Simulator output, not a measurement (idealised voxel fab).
voxel tone inversion: a process module
Section cut is 150 nm wide and gridded with 5 nm square cells.
Just so we're on the same page, the cross-sections are grids of square cells, and they're listed out in bands top to bottom, each band one or more rows deep.
It is stipulated that each band's entry specify, in nanometres, the height of the top of the band and then that of its bottom, followed by the materials of the band in left-to-right sequence, each together with its width in nanometres. A single material marked by the word "all across" is understood to fill the band from edge to edge; the word "empty" is understood to denote empty space.
Height 0 is the level under which the wafer as received is all one material. The lowest band goes on downwards, as in "0 -> down".
Top row gets the first number, bottom row gets the second, and each row in between changes by the same step: that is how a band width like "30 to 40" works.
"nothing altered" for a step: no cell of the cross-section changed in that step.
So "Catalogued sealed voids" is basically the list of trapped voids: any empty space of 8 cells or more that can't reach the top through an opening. They're written width x height at distance, the distance being from the left edge, and it's all nm.
Note: text after step settings on the step line = simulator remark on that step.
overlay nm: mask offset rightward from planned place, masked step; negative means leftward offset.
[The following list gives the planned process steps]
1: RECEIVE | material Si
2: CONFORMAL_DEP | material SiN | thk nm 10
3: DIRECTIONAL_DEP | material aC | thk nm 25
4: PATTERN | tone cover | mask id POSTS | material resist | width nm 15 | pitch nm 45 | thk nm 30 | overlay nm 0
5: DIRECTIONAL_ETCH | etch materials aC | depth nm 25
6: STRIP | etch materials resist
7: FILL_DEP | material SiO2 | thk nm 5
8: CMP | height nm 35
9: STRIP | etch materials aC
10: CONFORMAL_DEP | material TiN | thk nm 5
11: FILL_DEP | material W | thk nm 5
12: CMP | height nm 25
13: CONFORMAL_DEP | material SiCN | thk nm 5
Same starting wafers, different height nm at step 12. Plan value belongs to the first wafer.
[Cut through the first of several wafers as received, post step 1]
    0 -> down  Si all across
    Catalogued sealed voids: none
[each wafer at the end: cells of each material gained (+) or lost (-) since it was received, then its closed voids]
height nm 25, +30 SiCN, +60 SiN, +63 SiO2, +21 TiN, +6 W, Catalogued sealed voids: none
height nm 30, +30 SiCN, +60 SiN, +84 SiO2, +27 TiN, +9 W, Catalogued sealed voids: none
height nm 35, +30 SiCN, +60 SiN, +105 SiO2, +33 TiN, +12 W, Catalogued sealed voids: none
height nm 40, +30 SiCN, +60 SiN, +105 SiO2, +60 TiN, +15 W, Catalogued sealed voids: none
height nm 45, +30 SiCN, +60 SiN, +105 SiO2, +60 TiN, +45 W, Catalogued sealed voids: none
